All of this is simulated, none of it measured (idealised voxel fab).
process module | voxel released beams
cross-section cut | 205 nm wide | cells 5 nm
A cross-section is a grid of square cells, given in bands from the top down. A band is one or more rows of cells.
Each band's line starts with the height of the band's top and of its bottom, in nm. Then come its materials from left to right, each with its width in nm. One material with "throughout" fills the band from edge to edge. "air" is empty space.
Height 0 is the level under which the wafer as received is all one material. The lowest band goes on downwards, as in "0 down".
A width such as "30 to 40" changes by the same amount from each row of cells to the next, from the band's top row to its bottom row.
"no change" after a step means that no cell of the cross-section changed.
closed voids: empty space of 8 cells or more with no open way to the top, each as width x height at its distance from the left edge, in nm
after a step's settings: what the simulator itself notes on the step
overlay nm, on a step with a mask: how far to the right of its planned place the mask lay; to the left if negative
plan
1 op RECEIVE | material Si
2 op CONFORMAL_DEP | material SiN | thk nm 5
3 op DIRECTIONAL_DEP | material SiO2 | thk nm 15
4 op PATTERN | tone open | mask id ANCHOR | material resist | width nm 35 | thk nm 20 | overlay nm 0
5 op DIRECTIONAL_ETCH | etch materials SiO2 | depth nm 15
6 op STRIP | etch materials resist
7 op CONFORMAL_DEP | material TiN | thk nm 15
8 op PATTERN | tone cover | mask id BEAM | material resist | width nm 105 | thk nm 15 | overlay nm 0
9 op DIRECTIONAL_ETCH | etch materials TiN | depth nm 15
10 op STRIP | etch materials resist
11 op STRIP | etch materials SiO2
first wafer, as planned
as received, after step 1
  0 down: Si throughout
  closed voids: none
after step 2
  5 to 0: SiN throughout
  below 0: unchanged
after step 3
  20 to 5: SiO2 throughout
  below 5: unchanged
after step 4
  40 to 20: resist 50 | air 35 | resist 120
  below 20: unchanged
after step 5
  40 to 20: resist 50 | air 35 | resist 120
  20 to 5: SiO2 50 | air 35 | SiO2 120
  below 5: unchanged
after step 6
  20 to 5: SiO2 50 | air 35 | SiO2 120
  below 5: unchanged
after step 7
  35 to 20: TiN 65 | air 5 | TiN 135
  20 to 5: SiO2 50 | TiN 35 | SiO2 120
  below 5: unchanged
after step 8
  50 to 35: air 45 | resist 105 | air 55
  35 to 20: TiN 65 | resist 5 | TiN 135
  below 20: unchanged
after step 9
  50 to 35: air 45 | resist 105 | air 55
  35 to 20: air 45 | TiN 20 | resist 5 | TiN 80 | air 55
  below 20: unchanged
after step 10
  35 to 20: air 45 | TiN 20 | air 5 | TiN 80 | air 55
  below 20: unchanged
after step 11
  35 to 20: air 45 | TiN 20 | air 5 | TiN 80 | air 55
  20 to 5: air 50 | TiN 35 | air 120
  below 5: unchanged
second wafer: like start, like plan, one mistake. Through step 3 it matches the first wafer
when step 4 should have ended
  40 to 20: resist 55 | air 35 | resist 115
  below 20: unchanged
when step 5 should have ended
  40 to 20: resist 55 | air 35 | resist 115
  20 to 5: SiO2 55 | air 35 | SiO2 115
  below 5: unchanged
when step 6 should have ended
  20 to 5: SiO2 55 | air 35 | SiO2 115
  below 5: unchanged
when step 7 should have ended
  35 to 20: TiN 70 | air 5 | TiN 130
  20 to 5: SiO2 55 | TiN 35 | SiO2 115
  below 5: unchanged
when step 8 should have ended
  50 to 35: air 45 | resist 105 | air 55
  35 to 20: TiN 70 | resist 5 | TiN 130
  below 20: unchanged
when step 9 should have ended
  50 to 35: air 45 | resist 105 | air 55
  35 to 20: air 45 | TiN 25 | resist 5 | TiN 75 | air 55
  below 20: unchanged
when step 10 should have ended
  35 to 20: air 45 | TiN 25 | air 5 | TiN 75 | air 55
  below 20: unchanged
when step 11 should have ended
  35 to 20: air 45 | TiN 25 | air 5 | TiN 75 | air 55
  20 to 5: air 55 | TiN 35 | air 115
  below 5: unchanged
what went wrong: step 4 ran as: op PATTERN | tone open | mask id ANCHOR | material resist | width nm 35 | thk nm 20 | overlay nm 5
at the end the second wafer has, in cells: as many of each material as the first, in other places
